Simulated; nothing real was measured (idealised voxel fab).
The following is a process module called voxel tone inversion.
In the cross-section labelled cut, the width is 235 nm and each square cell is 5 nm.
Notation: cross-section as square-cell grid; stated in bands, top first, going down; one or more cell rows per band.
It is stipulated that each band's entry specify, in nanometres, the height of the top of the band and then that of its bottom, followed by the materials of the band in left-to-right sequence, each together with its width in nanometres. A single material marked by the word "edge to edge" is understood to fill the band from edge to edge; the word "air" is understood to denote empty space.
Beneath 0, the wafer as received is one material, and that level is where height counting begins. The lowest band goes on downward without a bottom; it is written like "0..down".
Read "30->40" as a graded width: first number on top, second number at the bottom, same change between each pair of neighbouring rows.
Basically "same as before" means that step didn't change any cell in the cross-section.
The list in "Unvented voids" covers empty spaces of 8 cells or more that cannot reach the top through any open way, and it gives each as width x height at distance; the distance is from the left edge, and width, height and distance are in nm.
What comes after the settings on a step's line is commentary from the simulator itself on that step.
A step's line can hold "overlay nm"; with a mask on that step, the setting says how far right of the planned place the mask lay, while a negative setting says it lay to the left.

Steps in the process plan:
1 RECEIVE (material Si)
2 CONFORMAL_DEP (material SiCN; thk nm 5)
3 DIRECTIONAL_DEP (material aC; thk nm 15)
4 PATTERN (tone cover; mask id POSTS; material resist; width nm 20; pitch nm 45; thk nm 25; overlay nm 0)
5 DIRECTIONAL_ETCH (etch materials aC; depth nm 15)
6 STRIP (etch materials resist)
7 FILL_DEP (material SiO2; thk nm 5)
8 CMP (height nm 20)
9 STRIP (etch materials aC)
10 CONFORMAL_DEP (material TiN; thk nm 5)
11 FILL_DEP (material W; thk nm 10)
12 CMP (height nm 20)
13 CONFORMAL_DEP (material SiN; thk nm 5)

First wafer out of two, processed as planned:

So this is the incoming wafer in cross-section - it's already been through step 1:
* 0..down  Si edge to edge
* Unvented voids: none

Cross-section through the wafer, step 2 finished:
* 5..0  SiCN edge to edge
* Under the height 0 nothing was changed.

Cross-section through the wafer, step 3 finished:
* 20..5  aC edge to edge
* Under the height 5 nothing was changed.

Cross-section through the wafer, step 4 finished:
* 45..20  85 of air | 20 of resist | 25 of air | 20 of resist | 85 of air
* Under the height 20 nothing was changed.

Cross-section through the wafer, step 5 finished:
* 30..20  85 of air | 20 of resist | 25 of air | 20 of resist | 85 of air
* 20..5  85 of air | 20 of aC | 25 of air | 20 of aC | 85 of air
* Under the height 5 nothing was changed.

Cross-section through the wafer, step 6 finished:
* 20..5  85 of air | 20 of aC | 25 of air | 20 of aC | 85 of air
* Under the height 5 nothing was changed.

Cross-section through the wafer, step 7 finished:
* 25..20  SiO2 edge to edge
* 20..5  85 of SiO2 | 20 of aC | 25 of SiO2 | 20 of aC | 85 of SiO2
* Under the height 5 nothing was changed.

Cross-section through the wafer, step 8 finished:
* 20..5  85 of SiO2 | 20 of aC | 25 of SiO2 | 20 of aC | 85 of SiO2
* Under the height 5 nothing was changed.

Cross-section through the wafer, step 9 finished:
* 20..5  85 of SiO2 | 20 of air | 25 of SiO2 | 20 of air | 85 of SiO2
* Under the height 5 nothing was changed.

Cross-section through the wafer, step 10 finished:
* 25..20  90 of TiN | 10 of air | 35 of TiN | 10 of air | 90 of TiN
* 20..10  85 of SiO2 | 5 of TiN | 10 of air | 5 of TiN | 25 of SiO2 | 5 of TiN | 10 of air | 5 of TiN | 85 of SiO2
* 10..5  85 of SiO2 | 20 of TiN | 25 of SiO2 | 20 of TiN | 85 of SiO2
* Under the height 5 nothing was changed.

Cross-section through the wafer, step 11 finished:
* 35..25  W edge to edge
* 25..20  90 of TiN | 10 of W | 35 of TiN | 10 of W | 90 of TiN
* 20..10  85 of SiO2 | 5 of TiN | 10 of W | 5 of TiN | 25 of SiO2 | 5 of TiN | 10 of W | 5 of TiN | 85 of SiO2
* Under the height 10 nothing was changed.

Cross-section through the wafer, step 12 finished:
* 20..10  85 of SiO2 | 5 of TiN | 10 of W | 5 of TiN | 25 of SiO2 | 5 of TiN | 10 of W | 5 of TiN | 85 of SiO2
* Under the height 10 nothing was changed.

Cross-section through the wafer, step 13 finished:
* 25..20  SiN edge to edge
* Under the height 20 nothing was changed.

Wafer two: like wafer one in start and plan, but with one mistake in execution; identical up to and including step 3:

Cross-section, second wafer, at the end time the plan gives for step 4:
* 45..20  80 of air | 30 of resist | 15 of air | 30 of resist | 80 of air
* Under the height 20 nothing was changed.

Cross-section, second wafer, at the end time the plan gives for step 5:
* 30..20  80 of air | 30 of resist | 15 of air | 30 of resist | 80 of air
* 20..5  80 of air | 30 of aC | 15 of air | 30 of aC | 80 of air
* Under the height 5 nothing was changed.

Cross-section, second wafer, at the end time the plan gives for step 6:
* 20..5  80 of air | 30 of aC | 15 of air | 30 of aC | 80 of air
* Under the height 5 nothing was changed.

Cross-section, second wafer, at the end time the plan gives for step 7:
* 25..20  SiO2 edge to edge
* 20..5  80 of SiO2 | 30 of aC | 15 of SiO2 | 30 of aC | 80 of SiO2
* Under the height 5 nothing was changed.

Cross-section, second wafer, at the end time the plan gives for step 8:
* 20..5  80 of SiO2 | 30 of aC | 15 of SiO2 | 30 of aC | 80 of SiO2
* Under the height 5 nothing was changed.

Cross-section, second wafer, at the end time the plan gives for step 9:
* 20..5  80 of SiO2 | 30 of air | 15 of SiO2 | 30 of air | 80 of SiO2
* Under the height 5 nothing was changed.

Cross-section, second wafer, at the end time the plan gives for step 10:
* 25..20  85 of TiN | 20 of air | 25 of TiN | 20 of air | 85 of TiN
* 20..10  80 of SiO2 | 5 of TiN | 20 of air | 5 of TiN | 15 of SiO2 | 5 of TiN | 20 of air | 5 of TiN | 80 of SiO2
* 10..5  80 of SiO2 | 30 of TiN | 15 of SiO2 | 30 of TiN | 80 of SiO2
* Under the height 5 nothing was changed.

Cross-section, second wafer, at the end time the plan gives for step 11:
* 35..25  W edge to edge
* 25..20  85 of TiN | 20 of W | 25 of TiN | 20 of W | 85 of TiN
* 20..10  80 of SiO2 | 5 of TiN | 20 of W | 5 of TiN | 15 of SiO2 | 5 of TiN | 20 of W | 5 of TiN | 80 of SiO2
* Under the height 10 nothing was changed.

Cross-section, second wafer, at the end time the plan gives for step 12:
* 20..10  80 of SiO2 | 5 of TiN | 20 of W | 5 of TiN | 15 of SiO2 | 5 of TiN | 20 of W | 5 of TiN | 80 of SiO2
* Under the height 10 nothing was changed.

Cross-section, second wafer, at the end time the plan gives for step 13:
* 25..20  SiN edge to edge
* Under the height 20 nothing was changed.
What was the processing mistake? in deviation from the planned setting, step 4 was conducted as PATTERN (tone cover; mask id POSTS; material resist; width nm 30; pitch nm 45; thk nm 25; overlay nm 0)
Counted in cells at the end, the second wafer holds more or fewer of these materials than the first: SiO2 -12; TiN +4; W +8
